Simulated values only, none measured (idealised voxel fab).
Proc. module: voxel transistor to metal
Cross-sectional view cut (width: 280 nm; square cell size: 5 nm).
The cross-sections in this document take the form of a grid made of square cells. They are written out as bands, in order from top to bottom. Each band consists of one or more rows of cells.
Heads up on the band format: heights come first, top then bottom, in nm. After that it's the materials left to right, each with its width in nm. A single material flagged "everywhere" fills the whole band edge to edge, and "air" means there's empty space there.
A quick word on heights: they are counted from 0, and under that level the wafer as it came to us is one material throughout. The lowest band is different from the rest in having no bottom; it simply continues downward, written as in "top 0, no bottom".
Read "30->40" as a graded width: first number on top, second number at the bottom, same change between each pair of neighbouring rows.
A step reported as "nothing changed" is a step in which no cell of the cross-section changed.
Enclosed voids (no open way to top), threshold 8 cells or more, entry "Unvented cavities", notation width x height at distance, distance from left edge, nm.
It should be noted that, on the line of a given step, the content following the step's settings is a remark produced by the simulator itself with respect to that step.
When a step includes a mask, the "overlay nm" setting on its line states how far to the right of its planned place that mask lay, and negative values state how far to the left.
The steps planned for the process are as follows:
1: RECEIVE with material Si
2: OXIDIZE with depth nm 5
3: CONFORMAL_DEP with material SiN, thk nm 10
4: MASKED_ETCH with tone cover, mask id ACTIVE, width nm 110, pitch nm 135, etch materials SiN, depth nm 10, overlay nm 0
5: MASKED_ETCH with tone cover, mask id ACTIVE, width nm 110, pitch nm 135, etch materials SiO2, depth nm 5, overlay nm 0
6: MASKED_ETCH with tone cover, mask id ACTIVE, width nm 110, pitch nm 135, etch materials Si, depth nm 35, overlay nm 0
7: FILL_DEP with material SiO2, thk nm 10
8: CMP with height nm 10
9: SELECTIVE_ETCH with etch materials SiO2, depth nm 10
10: STRIP with etch materials SiN
11: SELECTIVE_ETCH with etch materials SiO2, depth nm 5
12: OXIDIZE with depth nm 5
13: DIRECTIONAL_DEP with material polySi, thk nm 20
14: DIRECTIONAL_DEP with material SiCN, thk nm 10
15: PATTERN with tone cover, mask id GATE, material resist, width nm 30, pitch nm 135, thk nm 15, overlay nm 0
16: DIRECTIONAL_ETCH with etch materials SiCN, depth nm 20
17: DIRECTIONAL_ETCH with etch materials polySi, depth nm 30
18: STRIP with etch materials resist
19: CONFORMAL_DEP with material SiN, thk nm 5
20: DIRECTIONAL_ETCH with etch materials SiN, depth nm 5
21: DIRECTIONAL_ETCH with etch materials SiO2, depth nm 5
22: DIRECTIONAL_ETCH with etch materials Si, depth nm 15
23: EPI with material SiGe, thk nm 15
24: FILL_DEP with material SiO2, thk nm 10
25: CMP with height nm 15
26: STRIP with etch materials polySi
27: SELECTIVE_ETCH with etch materials SiO2, depth nm 5
28: CONFORMAL_DEP with material HfO2, thk nm 5
29: CONFORMAL_DEP with material TiN, thk nm 5
30: FILL_DEP with material W, thk nm 5
31: CMP with height nm 10
32: DIRECTIONAL_DEP with material SiO2, thk nm 10
33: MASKED_ETCH with tone open, mask id CONTACT, width nm 20, etch materials SiO2, depth nm 30, overlay nm 0
34: CONFORMAL_DEP with material TiN, thk nm 5
35: FILL_DEP with material W, thk nm 5
36: CMP with height nm 20
37: DIRECTIONAL_DEP with material TiN, thk nm 5
38: DIRECTIONAL_DEP with material W, thk nm 20
39: PATTERN with tone cover, mask id METAL_1, material resist, width nm 20, thk nm 20, overlay nm 0
40: DIRECTIONAL_ETCH with etch materials W, depth nm 20
41: DIRECTIONAL_ETCH with etch materials TiN, depth nm 5
42: STRIP with etch materials resist
43: CONFORMAL_DEP with material SiCN, thk nm 5
44: FILL_DEP with material SiO2, thk nm 5
45: CMP with height nm 45
46: CONFORMAL_DEP with material SiN, thk nm 5
This is the cross-section of the wafer as we received it, i.e. after step 1:
  top 0, no bottom  Si everywhere
  Unvented cavities: none
Post-module cross-section of the first of two wafers (run per plan):
  top 50, bottom 45  SiN everywhere
  top 45, bottom 25  15 SiO2, then 5 SiCN, then 20 W, then 5 SiCN, then 50 SiO2, then 5 SiCN, then 20 W, then 5 SiCN, then 25 SiO2, then 5 SiCN, then 20 W, then 5 SiCN, then 50 SiO2, then 5 SiCN, then 20 W, then 5 SiCN, then 20 SiO2
  top 25, bottom 20  20 SiCN, then 20 TiN, then 60 SiCN, then 20 TiN, then 35 SiCN, then 20 TiN, then 60 SiCN, then 20 TiN, then 25 SiCN
  top 20, bottom 10  20 SiO2, then 5 TiN, then 10 W, then 5 TiN, then 60 SiO2, then 5 TiN, then 10 W, then 5 TiN, then 35 SiO2, then 5 TiN, then 10 W, then 5 TiN, then 60 SiO2, then 5 TiN, then 10 W, then 5 TiN, then 25 SiO2
  top 10, bottom 5  20 SiO2, then 5 TiN, then 5 W, then 10 TiN, then 10 SiO2, then 5 SiN, then 5 HfO2, then 5 TiN, then 10 W, then 5 TiN, then 5 HfO2, then 5 SiN, then 10 SiO2, then 10 TiN, then 5 W, then 5 TiN, then 35 SiO2, then 5 TiN, then 5 W, then 10 TiN, then 10 SiO2, then 5 SiN, then 5 HfO2, then 5 TiN, then 10 W, then 5 TiN, then 5 HfO2, then 5 SiN, then 10 SiO2, then 10 TiN, then 5 W, then 5 TiN, then 25 SiO2
  top 5, bottom 0  20 SiO2, then 5 TiN, then 5 W, then 5 TiN, then 15 SiGe, then 5 SiN, then 5 HfO2, then 5 TiN, then 10 W, then 5 TiN, then 5 HfO2, then 5 SiN, then 15 SiGe, then 5 TiN, then 5 W, then 5 TiN, then 35 SiO2, then 5 TiN, then 5 W, then 5 TiN, then 15 SiGe, then 5 SiN, then 5 HfO2, then 5 TiN, then 10 W, then 5 TiN, then 5 HfO2, then 5 SiN, then 15 SiGe, then 5 TiN, then 5 W, then 5 TiN, then 25 SiO2
  top 0, bottom -5  20 SiO2, then 5 TiN, then 5 W, then 5 TiN, then 15 SiGe, then 5 SiN, then 5 HfO2, then 20 TiN, then 5 HfO2, then 5 SiN, then 15 SiGe, then 5 TiN, then 5 W, then 5 TiN, then 35 SiO2, then 5 TiN, then 5 W, then 5 TiN, then 15 SiGe, then 5 SiN, then 5 HfO2, then 20 TiN, then 5 HfO2, then 5 SiN, then 15 SiGe, then 5 TiN, then 5 W, then 5 TiN, then 25 SiO2
  top -5, bottom -10  20 SiO2, then 15 TiN, then 15 SiGe, then 40 HfO2, then 15 SiGe, then 15 TiN, then 35 SiO2, then 15 TiN, then 15 SiGe, then 40 HfO2, then 15 SiGe, then 15 TiN, then 25 SiO2
  top -10, bottom -25  15 SiO2, then 35 SiGe, then 40 Si, then 35 SiGe, then 25 SiO2, then 35 SiGe, then 40 Si, then 35 SiGe, then 20 SiO2
  top -25, bottom -40  15 SiO2, then 110 Si, then 25 SiO2, then 110 Si, then 20 SiO2
  top -40, no bottom  Si everywhere
  Unvented cavities: none
Second wafer of the two, sectioned at the end of the module. It began like the first and followed the same plan, but one mistake was made while running it:
  top 50, bottom 45  SiN everywhere
  top 45, bottom 25  15 SiO2, then 5 SiCN, then 20 W, then 5 SiCN, then 50 SiO2, then 5 SiCN, then 20 W, then 5 SiCN, then 25 SiO2, then 5 SiCN, then 20 W, then 5 SiCN, then 50 SiO2, then 5 SiCN, then 20 W, then 5 SiCN, then 20 SiO2
  top 25, bottom 20  20 SiCN, then 20 TiN, then 60 SiCN, then 20 TiN, then 35 SiCN, then 20 TiN, then 60 SiCN, then 20 TiN, then 25 SiCN
  top 20, bottom 10  20 SiO2, then 5 TiN, then 10 W, then 5 TiN, then 60 SiO2, then 5 TiN, then 10 W, then 5 TiN, then 35 SiO2, then 5 TiN, then 10 W, then 5 TiN, then 60 SiO2, then 5 TiN, then 10 W, then 5 TiN, then 25 SiO2
  top 10, bottom 5  20 SiO2, then 5 TiN, then 5 W, then 10 TiN, then 10 SiO2, then 5 SiN, then 5 HfO2, then 5 TiN, then 10 W, then 5 TiN, then 5 HfO2, then 5 SiN, then 10 SiO2, then 10 TiN, then 5 W, then 5 TiN, then 35 SiO2, then 5 TiN, then 5 W, then 10 TiN, then 10 SiO2, then 5 SiN, then 5 HfO2, then 5 TiN, then 10 W, then 5 TiN, then 5 HfO2, then 5 SiN, then 10 SiO2, then 10 TiN, then 5 W, then 5 TiN, then 25 SiO2
  top 5, bottom 0  20 SiO2, then 5 TiN, then 5 W, then 5 TiN, then 15 SiGe, then 5 SiN, then 5 HfO2, then 5 TiN, then 10 W, then 5 TiN, then 5 HfO2, then 5 SiN, then 15 SiGe, then 5 TiN, then 5 W, then 5 TiN, then 35 SiO2, then 5 TiN, then 5 W, then 5 TiN, then 15 SiGe, then 5 SiN, then 5 HfO2, then 5 TiN, then 10 W, then 5 TiN, then 5 HfO2, then 5 SiN, then 15 SiGe, then 5 TiN, then 5 W, then 5 TiN, then 25 SiO2
  top 0, bottom -5  20 SiO2, then 5 TiN, then 5 W, then 5 TiN, then 15 SiGe, then 5 SiN, then 5 HfO2, then 20 TiN, then 5 HfO2, then 5 SiN, then 15 SiGe, then 5 TiN, then 5 W, then 5 TiN, then 35 SiO2, then 5 TiN, then 5 W, then 5 TiN, then 15 SiGe, then 5 SiN, then 5 HfO2, then 20 TiN, then 5 HfO2, then 5 SiN, then 15 SiGe, then 5 TiN, then 5 W, then 5 TiN, then 25 SiO2
  top -5, bottom -10  20 SiO2, then 15 TiN, then 15 SiGe, then 40 HfO2, then 15 SiGe, then 15 TiN, then 35 SiO2, then 15 TiN, then 15 SiGe, then 40 HfO2, then 15 SiGe, then 15 TiN, then 25 SiO2
  top -10, bottom -25  35 SiO2, then 15 SiGe, then 40 Si, then 15 SiGe, then 65 SiO2, then 15 SiGe, then 40 Si, then 15 SiGe, then 40 SiO2
  top -25, bottom -40  15 SiO2, then 35 SiGe, then 40 Si, then 35 SiGe, then 25 SiO2, then 35 SiGe, then 40 Si, then 35 SiGe, then 20 SiO2
  top -40, no bottom  Si everywhere
  Unvented cavities: none
Heads up, the wafer didn't run the way we planned it: heads up, step 22 of the plan got done twice
Bottom line after processing is that, in cells, the second wafer is up or down on some materials versus the first: 84 fewer of Si; 36 more of SiGe; 48 more of SiO2
